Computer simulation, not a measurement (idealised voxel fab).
The following is a process module called voxel plated lines.
Cross-sectional view cut (width: 175 nm; square cell size: 5 nm).
Each cross-section below is a grid of square cells, stated as bands in top-down order, with one or more rows of cells making up each band. The entry gives the band's vertical extent as a top height and a bottom height in nm, then its horizontal make-up as materials from left to right, each with a width in nm. "blank" stands for empty space; a single material marked "everywhere" fills the band edge to edge. A quick word on heights: they are counted from 0, and under that level the wafer as it came to us is one material throughout. The lowest band is different from the rest in having no bottom; it simply continues downward, written as in "0 -> down". Quick explanation for "30 to 40": the width changes in equal steps down the rows of cells, from the first number in the band's top row to the second number in its bottom row. A step reported as "nothing altered" is a step in which no cell of the cross-section changed. The label "Voids lacking openings" introduces a list of the empty spaces, 8 cells or larger, that have no open way up to the top; each entry in it reads width x height at distance, where the distance is taken from the left edge and all three are stated in nm. Whatever follows a step's settings on its line is a remark the simulator itself makes about that step. overlay nm: mask right of planned place by this much (step with mask). Neg. = left. Quick note on how to read the rest: it's all pairs. You get the cross-section before a process step and the one after, but the after one only goes down as far as the lowest band that changed. The step in between, with its settings, sits under the pair. Heads up, the pairs can come from different runs of this module on the same starting wafer, so don't assume a pair picks up from the one above unless its "State before" entry says it does.
State before:
* 0 -> down: Si everywhere
* Voids lacking openings: none
Resulting Structure:
* 5 -> 0: SiO2 everywhere
* Lower than 0, everything is as it was.
* Voids lacking openings: none
Process step (between the before and after cross-sections above): CONFORMAL_DEP (material SiO2; thk nm 5)
State before: see the after view in the pair directly above.
Resulting Structure:
* 10 -> 5: TiN everywhere
* Lower than 5, everything is as it was.
* Voids lacking openings: none
Process step (between the before and after cross-sections above): DIRECTIONAL_DEP (material TiN; thk nm 5)
State before: see the after view in the pair directly above.
Resulting Structure:
* 50 -> 10: resist: 35 / blank: 20 / resist: 20 / blank: 20 / resist: 20 / blank: 20 / resist: 40
* Lower than 10, everything is as it was.
* Voids lacking openings: none
Process step (between the before and after cross-sections above): PATTERN (tone open; mask id LINES; material resist; width nm 20; pitch nm 40; thk nm 40; overlay nm 0)
State before: see the after view in the pair directly above.
Resulting Structure:
* 50 -> 15: resist: 35 / blank: 20 / resist: 20 / blank: 20 / resist: 20 / blank: 20 / resist: 40
* 15 -> 10: resist: 35 / Ru: 20 / resist: 20 / Ru: 20 / resist: 20 / Ru: 20 / resist: 40
* Lower than 10, everything is as it was.
* Voids lacking openings: none
Process step (between the before and after cross-sections above): EPI (material Ru; thk nm 5)
State before: see the after view in the pair directly above.
Resulting Structure:
* 50 -> 20: resist: 35 / blank: 20 / resist: 20 / blank: 20 / resist: 20 / blank: 20 / resist: 40
* 20 -> 10: resist: 35 / Ru: 20 / resist: 20 / Ru: 20 / resist: 20 / Ru: 20 / resist: 40
* Lower than 10, everything is as it was.
* Voids lacking openings: none
Process step (between the before and after cross-sections above): EPI (material Ru; thk nm 5)
State before: see the after view in the pair directly above.
Resulting Structure:
* 50 -> 30: resist: 35 / blank: 20 / resist: 20 / blank: 20 / resist: 20 / blank: 20 / resist: 40
* 30 -> 10: resist: 35 / Ru: 20 / resist: 20 / Ru: 20 / resist: 20 / Ru: 20 / resist: 40
* Lower than 10, everything is as it was.
* Voids lacking openings: none
Process step (between the before and after cross-sections above): EPI (material Ru; thk nm 10)
State before: see the after view in the pair directly above.
Resulting Structure:
* 30 -> 10: blank: 35 / Ru: 20 / blank: 20 / Ru: 20 / blank: 20 / Ru: 20 / blank: 40
* Lower than 10, everything is as it was.
* Voids lacking openings: none
Process step (between the before and after cross-sections above): STRIP (etch materials resist)
State before: see the after view in the pair directly above.
Resulting Structure:
* 30 -> 10: blank: 35 / Ru: 20 / blank: 20 / Ru: 20 / blank: 20 / Ru: 20 / blank: 40
* 10 -> 5: blank: 35 / TiN: 20 / blank: 20 / TiN: 20 / blank: 20 / TiN: 20 / blank: 40
* Lower than 5, everything is as it was.
* Voids lacking openings: none
Process step (between the before and after cross-sections above): DIRECTIONAL_ETCH (etch materials TiN; depth nm 5)
State before: see the after view in the pair directly above.
Resulting Structure:
* 40 -> 30: blank: 25 / SiN: 120 / blank: 30
* 30 -> 15: blank: 25 / SiN: 10 / Ru: 20 / SiN: 20 / Ru: 20 / SiN: 20 / Ru: 20 / SiN: 10 / blank: 30
* 15 -> 10: SiN: 35 / Ru: 20 / SiN: 20 / Ru: 20 / SiN: 20 / Ru: 20 / SiN: 40
* 10 -> 5: SiN: 35 / TiN: 20 / SiN: 20 / TiN: 20 / SiN: 20 / TiN: 20 / SiN: 40
* Lower than 5, everything is as it was.
* Voids lacking openings: none
Process step (between the before and after cross-sections above): CONFORMAL_DEP (material SiN; thk nm 10)
State before:
* 50 -> 30: resist: 35 / blank: 20 / resist: 20 / blank: 20 / resist: 20 / blank: 20 / resist: 40
* 30 -> 10: resist: 35 / Ru: 20 / resist: 20 / Ru: 20 / resist: 20 / Ru: 20 / resist: 40
* 10 -> 5: TiN everywhere
* 5 -> 0: SiO2 everywhere
* 0 -> down: Si everywhere
* Voids lacking openings: none
Resulting Structure:
* 50 -> 40: resist: 35 / blank: 20 / resist: 20 / blank: 20 / resist: 20 / blank: 20 / resist: 40
* 40 -> 10: resist: 35 / Ru: 20 / resist: 20 / Ru: 20 / resist: 20 / Ru: 20 / resist: 40
* Lower than 10, everything is as it was.
* Voids lacking openings: none
Process step (between the before and after cross-sections above): EPI (material Ru; thk nm 10)
State before: see the after view in the pair directly above.
Resulting Structure:
* 40 -> 10: blank: 35 / Ru: 20 / blank: 20 / Ru: 20 / blank: 20 / Ru: 20 / blank: 40
* Lower than 10, everything is as it was.
* Voids lacking openings: none
Process step (between the before and after cross-sections above): STRIP (etch materials resist)
State before: see the after view in the pair directly above.
Resulting Structure:
* 40 -> 10: blank: 35 / Ru: 20 / blank: 20 / Ru: 20 / blank: 20 / Ru: 20 / blank: 40
* 10 -> 5: blank: 35 / TiN: 20 / blank: 20 / TiN: 20 / blank: 20 / TiN: 20 / blank: 40
* Lower than 5, everything is as it was.
* Voids lacking openings: none
Process step (between the before and after cross-sections above): DIRECTIONAL_ETCH (etch materials TiN; depth nm 5)
State before: see the after view in the pair directly above.
Resulting Structure:
* 50 -> 40: blank: 25 / SiN: 120 / blank: 30
* 40 -> 15: blank: 25 / SiN: 10 / Ru: 20 / SiN: 20 / Ru: 20 / SiN: 20 / Ru: 20 / SiN: 10 / blank: 30
* 15 -> 10: SiN: 35 / Ru: 20 / SiN: 20 / Ru: 20 / SiN: 20 / Ru: 20 / SiN: 40
* 10 -> 5: SiN: 35 / TiN: 20 / SiN: 20 / TiN: 20 / SiN: 20 / TiN: 20 / SiN: 40
* Lower than 5, everything is as it was.
* Voids lacking openings: none
Process step (between the before and after cross-sections above): CONFORMAL_DEP (material SiN; thk nm 10)
State before:
* 10 -> 5: TiN everywhere
* 5 -> 0: SiO2 everywhere
* 0 -> down: Si everywhere
* Voids lacking openings: none
Resulting Structure:
* 15 -> 10: Ru everywhere
* Lower than 10, everything is as it was.
* Voids lacking openings: none
Process step (between the before and after cross-sections above): EPI (material Ru; thk nm 5)
State before: see the after view in the pair directly above.
Resulting Structure:
* 55 -> 15: resist: 35 / blank: 20 / resist: 20 / blank: 20 / resist: 20 / blank: 20 / resist: 40
* Lower than 15, everything is as it was.
* Voids lacking openings: none
Process step (between the before and after cross-sections above): PATTERN (tone open; mask id LINES; material resist; width nm 20; pitch nm 40; thk nm 40; overlay nm 0)
State before: see the after view in the pair directly above.
Resulting Structure:
* 55 -> 20: resist: 35 / blank: 20 / resist: 20 / blank: 20 / resist: 20 / blank: 20 / resist: 40
* 20 -> 15: resist: 35 / Ru: 20 / resist: 20 / Ru: 20 / resist: 20 / Ru: 20 / resist: 40
* Lower than 15, everything is as it was.
* Voids lacking openings: none
Process step (between the before and after cross-sections above): EPI (material Ru; thk nm 5)
State before: see the after view in the pair directly above.
Resulting Structure:
* 55 -> 30: resist: 35 / blank: 20 / resist: 20 / blank: 20 / resist: 20 / blank: 20 / resist: 40
* 30 -> 15: resist: 35 / Ru: 20 / resist: 20 / Ru: 20 / resist: 20 / Ru: 20 / resist: 40
* Lower than 15, everything is as it was.
* Voids lacking openings: none
Process step (between the before and after cross-sections above): EPI (material Ru; thk nm 10)
State before: see the after view in the pair directly above.
Resulting Structure:
* 30 -> 15: blank: 35 / Ru: 20 / blank: 20 / Ru: 20 / blank: 20 / Ru: 20 / blank: 40
* Lower than 15, everything is as it was.
* Voids lacking openings: none
Process step (between the before and after cross-sections above): STRIP (etch materials resist)
State before: see the after view in the pair directly above.
Resulting Structure:
* 40 -> 30: blank: 25 / SiN: 120 / blank: 30
* 30 -> 25: blank: 25 / SiN: 10 / Ru: 20 / SiN: 20 / Ru: 20 / SiN: 20 / Ru: 20 / SiN: 10 / blank: 30
* 25 -> 15: SiN: 35 / Ru: 20 / SiN: 20 / Ru: 20 / SiN: 20 / Ru: 20 / SiN: 40
* Lower than 15, everything is as it was.
* Voids lacking openings: none
Process step (between the before and after cross-sections above): CONFORMAL_DEP (material SiN; thk nm 10)
State before:
* 5 -> 0: SiO2 everywhere
* 0 -> down: Si everywhere
* Voids lacking openings: none
Resulting Structure:
* 20 -> 5: TiN everywhere
* Lower than 5, everything is as it was.
* Voids lacking openings: none
Process step (between the before and after cross-sections above): DIRECTIONAL_DEP (material TiN; thk nm 15)
State before: see the after view in the pair directly above.
Resulting Structure:
* 60 -> 20: resist: 35 / blank: 20 / resist: 20 / blank: 20 / resist: 20 / blank: 20 / resist: 40
* Lower than 20, everything is as it was.
* Voids lacking openings: none
Process step (between the before and after cross-sections above): PATTERN (tone open; mask id LINES; material resist; width nm 20; pitch nm 40; thk nm 40; overlay nm 0)
State before: see the after view in the pair directly above.
Resulting Structure:
* 60 -> 25: resist: 35 / blank: 20 / resist: 20 / blank: 20 / resist: 20 / blank: 20 / resist: 40
* 25 -> 20: resist: 35 / Ru: 20 / resist: 20 / Ru: 20 / resist: 20 / Ru: 20 / resist: 40
* Lower than 20, everything is as it was.
* Voids lacking openings: none
Process step (between the before and after cross-sections above): EPI (material Ru; thk nm 5)
State before: see the after view in the pair directly above.
Resulting Structure:
* 60 -> 30: resist: 35 / blank: 20 / resist: 20 / blank: 20 / resist: 20 / blank: 20 / resist: 40
* 30 -> 20: resist: 35 / Ru: 20 / resist: 20 / Ru: 20 / resist: 20 / Ru: 20 / resist: 40
* Lower than 20, everything is as it was.
* Voids lacking openings: none
Process step (between the before and after cross-sections above): EPI (material Ru; thk nm 5)
State before: see the after view in the pair directly above.
Resulting Structure:
* 60 -> 40: resist: 35 / blank: 20 / resist: 20 / blank: 20 / resist: 20 / blank: 20 / resist: 40
* 40 -> 20: resist: 35 / Ru: 20 / resist: 20 / Ru: 20 / resist: 20 / Ru: 20 / resist: 40
* Lower than 20, everything is as it was.
* Voids lacking openings: none
Process step (between the before and after cross-sections above): EPI (material Ru; thk nm 10)
State before: see the after view in the pair directly above.
Resulting Structure:
* 40 -> 20: blank: 35 / Ru: 20 / blank: 20 / Ru: 20 / blank: 20 / Ru: 20 / blank: 40
* Lower than 20, everything is as it was.
* Voids lacking openings: none
Process step (between the before and after cross-sections above): STRIP (etch materials resist)
State before: see the after view in the pair directly above.
Resulting Structure:
* 40 -> 20: blank: 35 / Ru: 20 / blank: 20 / Ru: 20 / blank: 20 / Ru: 20 / blank: 40
* 20 -> 15: blank: 35 / TiN: 20 / blank: 20 / TiN: 20 / blank: 20 / TiN: 20 / blank: 40
* Lower than 15, everything is as it was.
* Voids lacking openings: none
Process step (between the before and after cross-sections above): DIRECTIONAL_ETCH (etch materials TiN; depth nm 5)
State before: see the after view in the pair directly above.
Resulting Structure:
* 50 -> 40: blank: 25 / SiN: 120 / blank: 30
* 40 -> 25: blank: 25 / SiN: 10 / Ru: 20 / SiN: 20 / Ru: 20 / SiN: 20 / Ru: 20 / SiN: 10 / blank: 30
* 25 -> 20: SiN: 35 / Ru: 20 / SiN: 20 / Ru: 20 / SiN: 20 / Ru: 20 / SiN: 40
* 20 -> 15: SiN: 35 / TiN: 20 / SiN: 20 / TiN: 20 / SiN: 20 / TiN: 20 / SiN: 40
* Lower than 15, everything is as it was.
* Voids lacking openings: none
Process step (between the before and after cross-sections above): CONFORMAL_DEP (material SiN; thk nm 10)
State before:
* 10 -> 5: TiN everywhere
* 5 -> 0: SiO2 everywhere
* 0 -> down: Si everywhere
* Voids lacking openings: none
Resulting Structure:
* 50 -> 10: resist: 35 / blank: 25 / resist: 15 / blank: 25 / resist: 15 / blank: 25 / resist: 35
* Lower than 10, everything is as it was.
* Voids lacking openings: none
Process step (between the before and after cross-sections above): PATTERN (tone open; mask id LINES; material resist; width nm 25; pitch nm 40; thk nm 40; overlay nm 0)
State before: see the after view in the pair directly above.
Resulting Structure:
* 50 -> 15: resist: 35 / blank: 25 / resist: 15 / blank: 25 / resist: 15 / blank: 25 / resist: 35
* 15 -> 10: resist: 35 / Ru: 25 / resist: 15 / Ru: 25 / resist: 15 / Ru: 25 / resist: 35
* Lower than 10, everything is as it was.
* Voids lacking openings: none
Process step (between the before and after cross-sections above): EPI (material Ru; thk nm 5)
State before: see the after view in the pair directly above.
Resulting Structure:
* 50 -> 20: resist: 35 / blank: 25 / resist: 15 / blank: 25 / resist: 15 / blank: 25 / resist: 35
* 20 -> 10: resist: 35 / Ru: 25 / resist: 15 / Ru: 25 / resist: 15 / Ru: 25 / resist: 35
* Lower than 10, everything is as it was.
* Voids lacking openings: none
Process step (between the before and after cross-sections above): EPI (material Ru; thk nm 5)
State before: see the after view in the pair directly above.
Resulting Structure:
* 50 -> 30: resist: 35 / blank: 25 / resist: 15 / blank: 25 / resist: 15 / blank: 25 / resist: 35
* 30 -> 10: resist: 35 / Ru: 25 / resist: 15 / Ru: 25 / resist: 15 / Ru: 25 / resist: 35
* Lower than 10, everything is as it was.
* Voids lacking openings: none
Process step (between the before and after cross-sections above): EPI (material Ru; thk nm 10)
State before: see the after view in the pair directly above.
Resulting Structure:
* 30 -> 10: blank: 35 / Ru: 25 / blank: 15 / Ru: 25 / blank: 15 / Ru: 25 / blank: 35
* Lower than 10, everything is as it was.
* Voids lacking openings: none
Process step (between the before and after cross-sections above): STRIP (etch materials resist)
State before: see the after view in the pair directly above.
Resulting Structure:
* 30 -> 10: blank: 35 / Ru: 25 / blank: 15 / Ru: 25 / blank: 15 / Ru: 25 / blank: 35
* 10 -> 5: blank: 35 / TiN: 25 / blank: 15 / TiN: 25 / blank: 15 / TiN: 25 / blank: 35
* Lower than 5, everything is as it was.
* Voids lacking openings: none
Process step (between the before and after cross-sections above): DIRECTIONAL_ETCH (etch materials TiN; depth nm 5)
State before: see the after view in the pair directly above.
Resulting Structure:
* 40 -> 30: blank: 25 / SiN: 125 / blank: 25
* 30 -> 15: blank: 25 / SiN: 10 / Ru: 25 / SiN: 15 / Ru: 25 / SiN: 15 / Ru: 25 / SiN: 10 / blank: 25
* 15 -> 10: SiN: 35 / Ru: 25 / SiN: 15 / Ru: 25 / SiN: 15 / Ru: 25 / SiN: 35
* 10 -> 5: SiN: 35 / TiN: 25 / SiN: 15 / TiN: 25 / SiN: 15 / TiN: 25 / SiN: 35
* Lower than 5, everything is as it was.
* Voids lacking openings: none
Process step (between the before and after cross-sections above): CONFORMAL_DEP (material SiN; thk nm 10)
State before:
* 10 -> 5: TiN everywhere
* 5 -> 0: SiO2 everywhere
* 0 -> down: Si everywhere
* Voids lacking openings: none
Resulting Structure:
* 50 -> 10: resist: 25 / blank: 20 / resist: 20 / blank: 20 / resist: 20 / blank: 20 / resist: 50
* Lower than 10, everything is as it was.
* Voids lacking openings: none
Process step (between the before and after cross-sections above): PATTERN (tone open; mask id LINES; material resist; width nm 20; pitch nm 40; thk nm 40; overlay nm -10)
State before: see the after view in the pair directly above.
Resulting Structure:
* 50 -> 15: resist: 25 / blank: 20 / resist: 20 / blank: 20 / resist: 20 / blank: 20 / resist: 50
* 15 -> 10: resist: 25 / Ru: 20 / resist: 20 / Ru: 20 / resist: 20 / Ru: 20 / resist: 50
* Lower than 10, everything is as it was.
* Voids lacking openings: none
Process step (between the before and after cross-sections above): EPI (material Ru; thk nm 5)
State before: see the after view in the pair directly above.
Resulting Structure:
* 50 -> 20: resist: 25 / blank: 20 / resist: 20 / blank: 20 / resist: 20 / blank: 20 / resist: 50
* 20 -> 10: resist: 25 / Ru: 20 / resist: 20 / Ru: 20 / resist: 20 / Ru: 20 / resist: 50
* Lower than 10, everything is as it was.
* Voids lacking openings: none
Process step (between the before and after cross-sections above): EPI (material Ru; thk nm 5)
State before: see the after view in the pair directly above.
Resulting Structure:
* 50 -> 30: resist: 25 / blank: 20 / resist: 20 / blank: 20 / resist: 20 / blank: 20 / resist: 50
* 30 -> 10: resist: 25 / Ru: 20 / resist: 20 / Ru: 20 / resist: 20 / Ru: 20 / resist: 50
* Lower than 10, everything is as it was.
* Voids lacking openings: none
Process step (between the before and after cross-sections above): EPI (material Ru; thk nm 10)
State before: see the after view in the pair directly above.
Resulting Structure:
* 30 -> 10: blank: 25 / Ru: 20 / blank: 20 / Ru: 20 / blank: 20 / Ru: 20 / blank: 50
* Lower than 10, everything is as it was.
* Voids lacking openings: none
Process step (between the before and after cross-sections above): STRIP (etch materials resist)
State before: see the after view in the pair directly above.
Resulting Structure:
* 30 -> 10: blank: 25 / Ru: 20 / blank: 20 / Ru: 20 / blank: 20 / Ru: 20 / blank: 50
* 10 -> 5: blank: 25 / TiN: 20 / blank: 20 / TiN: 20 / blank: 20 / TiN: 20 / blank: 50
* Lower than 5, everything is as it was.
* Voids lacking openings: none
Process step (between the before and after cross-sections above): DIRECTIONAL_ETCH (etch materials TiN; depth nm 5)
State before: see the after view in the pair directly above.
Resulting Structure:
* 40 -> 30: blank: 15 / SiN: 120 / blank: 40
* 30 -> 15: blank: 15 / SiN: 10 / Ru: 20 / SiN: 20 / Ru: 20 / SiN: 20 / Ru: 20 / SiN: 10 / blank: 40
* 15 -> 10: SiN: 25 / Ru: 20 / SiN: 20 / Ru: 20 / SiN: 20 / Ru: 20 / SiN: 50
* 10 -> 5: SiN: 25 / TiN: 20 / SiN: 20 / TiN: 20 / SiN: 20 / TiN: 20 / SiN: 50
* Lower than 5, everything is as it was.
* Voids lacking openings: none
Process step (between the before and after cross-sections above): CONFORMAL_DEP (material SiN; thk nm 10)
State before:
* 0 -> down: Si everywhere
* Voids lacking openings: none
Resulting Structure:
* 5 -> 0: TiN everywhere
* Lower than 0, everything is as it was.
* Voids lacking openings: none
Process step (between the before and after cross-sections above): CONFORMAL_DEP (material TiN; thk nm 5)
State before: see the after view in the pair directly above.
Resulting Structure:
* 10 -> 0: TiN everywhere
* Lower than 0, everything is as it was.
* Voids lacking openings: none
Process step (between the before and after cross-sections above): DIRECTIONAL_DEP (material TiN; thk nm 5)
State before: see the after view in the pair directly above.
Resulting Structure:
* 50 -> 10: resist: 35 / blank: 20 / resist: 20 / blank: 20 / resist: 20 / blank: 20 / resist: 40
* Lower than 10, everything is as it was.
* Voids lacking openings: none
Process step (between the before and after cross-sections above): PATTERN (tone open; mask id LINES; material resist; width nm 20; pitch nm 40; thk nm 40; overlay nm 0)
State before: see the after view in the pair directly above.
Resulting Structure:
* 50 -> 15: resist: 35 / blank: 20 / resist: 20 / blank: 20 / resist: 20 / blank: 20 / resist: 40
* 15 -> 10: resist: 35 / Ru: 20 / resist: 20 / Ru: 20 / resist: 20 / Ru: 20 / resist: 40
* Lower than 10, everything is as it was.
* Voids lacking openings: none
Process step (between the before and after cross-sections above): EPI (material Ru; thk nm 5)
State before: see the after view in the pair directly above.
Resulting Structure:
* 50 -> 20: resist: 35 / blank: 20 / resist: 20 / blank: 20 / resist: 20 / blank: 20 / resist: 40
* 20 -> 10: resist: 35 / Ru: 20 / resist: 20 / Ru: 20 / resist: 20 / Ru: 20 / resist: 40
* Lower than 10, everything is as it was.
* Voids lacking openings: none
Process step (between the before and after cross-sections above): EPI (material Ru; thk nm 5)
State before: see the after view in the pair directly above.
Resulting Structure:
* 50 -> 30: resist: 35 / blank: 20 / resist: 20 / blank: 20 / resist: 20 / blank: 20 / resist: 40
* 30 -> 10: resist: 35 / Ru: 20 / resist: 20 / Ru: 20 / resist: 20 / Ru: 20 / resist: 40
* Lower than 10, everything is as it was.
* Voids lacking openings: none
Process step (between the before and after cross-sections above): EPI (material Ru; thk nm 10)
State before: see the after view in the pair directly above.
Resulting Structure:
* 30 -> 10: blank: 35 / Ru: 20 / blank: 20 / Ru: 20 / blank: 20 / Ru: 20 / blank: 40
* Lower than 10, everything is as it was.
* Voids lacking openings: none
Process step (between the before and after cross-sections above): STRIP (etch materials resist)
State before: see the after view in the pair directly above.
Resulting Structure:
* 30 -> 10: blank: 35 / Ru: 20 / blank: 20 / Ru: 20 / blank: 20 / Ru: 20 / blank: 40
* 10 -> 5: blank: 35 / TiN: 20 / blank: 20 / TiN: 20 / blank: 20 / TiN: 20 / blank: 40
* Lower than 5, everything is as it was.
* Voids lacking openings: none
Process step (between the before and after cross-sections above): DIRECTIONAL_ETCH (etch materials TiN; depth nm 5)
State before: see the after view in the pair directly above.
Resulting Structure:
* 40 -> 30: blank: 25 / SiN: 120 / blank: 30
* 30 -> 15: blank: 25 / SiN: 10 / Ru: 20 / SiN: 20 / Ru: 20 / SiN: 20 / Ru: 20 / SiN: 10 / blank: 30
* 15 -> 10: SiN: 35 / Ru: 20 / SiN: 20 / Ru: 20 / SiN: 20 / Ru: 20 / SiN: 40
* 10 -> 5: SiN: 35 / TiN: 20 / SiN: 20 / TiN: 20 / SiN: 20 / TiN: 20 / SiN: 40
* Lower than 5, everything is as it was.
* Voids lacking openings: none
Process step (between the before and after cross-sections above): CONFORMAL_DEP (material SiN; thk nm 10)
State before:
* 10 -> 5: TiN everywhere
* 5 -> 0: SiO2 everywhere
* 0 -> down: Si everywhere
* Voids lacking openings: none
Resulting Structure:
* 50 -> 10: blank: 35 / resist: 20 / blank: 20 / resist: 20 / blank: 20 / resist: 20 / blank: 40
* Lower than 10, everything is as it was.
* Voids lacking openings: none
Process step (between the before and after cross-sections above): PATTERN (tone cover; mask id LINES; material resist; width nm 20; pitch nm 40; thk nm 40; overlay nm 0)
State before: see the after view in the pair directly above.
Resulting Structure:
* 50 -> 15: blank: 35 / resist: 20 / blank: 20 / resist: 20 / blank: 20 / resist: 20 / blank: 40
* 15 -> 10: Ru: 35 / resist: 20 / Ru: 20 / resist: 20 / Ru: 20 / resist: 20 / Ru: 40
* Lower than 10, everything is as it was.
* Voids lacking openings: none
Process step (between the before and after cross-sections above): EPI (material Ru; thk nm 5)
State before: see the after view in the pair directly above.
Resulting Structure:
* 50 -> 20: blank: 35 / resist: 20 / blank: 20 / resist: 20 / blank: 20 / resist: 20 / blank: 40
* 20 -> 10: Ru: 35 / resist: 20 / Ru: 20 / resist: 20 / Ru: 20 / resist: 20 / Ru: 40
* Lower than 10, everything is as it was.
* Voids lacking openings: none
Process step (between the before and after cross-sections above): EPI (material Ru; thk nm 5)
State before: see the after view in the pair directly above.
Resulting Structure:
* 50 -> 30: blank: 35 / resist: 20 / blank: 20 / resist: 20 / blank: 20 / resist: 20 / blank: 40
* 30 -> 10: Ru: 35 / resist: 20 / Ru: 20 / resist: 20 / Ru: 20 / resist: 20 / Ru: 40
* Lower than 10, everything is as it was.
* Voids lacking openings: none
Process step (between the before and after cross-sections above): EPI (material Ru; thk nm 10)
State before: see the after view in the pair directly above.
Resulting Structure:
* 30 -> 10: Ru: 35 / blank: 20 / Ru: 20 / blank: 20 / Ru: 20 / blank: 20 / Ru: 40
* Lower than 10, everything is as it was.
* Voids lacking openings: none
Process step (between the before and after cross-sections above): STRIP (etch materials resist)
State before: see the after view in the pair directly above.
Resulting Structure:
* 30 -> 10: Ru: 35 / blank: 20 / Ru: 20 / blank: 20 / Ru: 20 / blank: 20 / Ru: 40
* 10 -> 5: TiN: 35 / blank: 20 / TiN: 20 / blank: 20 / TiN: 20 / blank: 20 / TiN: 40
* Lower than 5, everything is as it was.
* Voids lacking openings: none
Process step (between the before and after cross-sections above): DIRECTIONAL_ETCH (etch materials TiN; depth nm 5)
State before: see the after view in the pair directly above.
Resulting Structure:
* 40 -> 30: SiN everywhere
* 30 -> 10: Ru: 35 / SiN: 20 / Ru: 20 / SiN: 20 / Ru: 20 / SiN: 20 / Ru: 40
* 10 -> 5: TiN: 35 / SiN: 20 / TiN: 20 / SiN: 20 / TiN: 20 / SiN: 20 / TiN: 40
* Lower than 5, everything is as it was.
* Voids lacking openings: none
Process step (between the before and after cross-sections above): CONFORMAL_DEP (material SiN; thk nm 10)
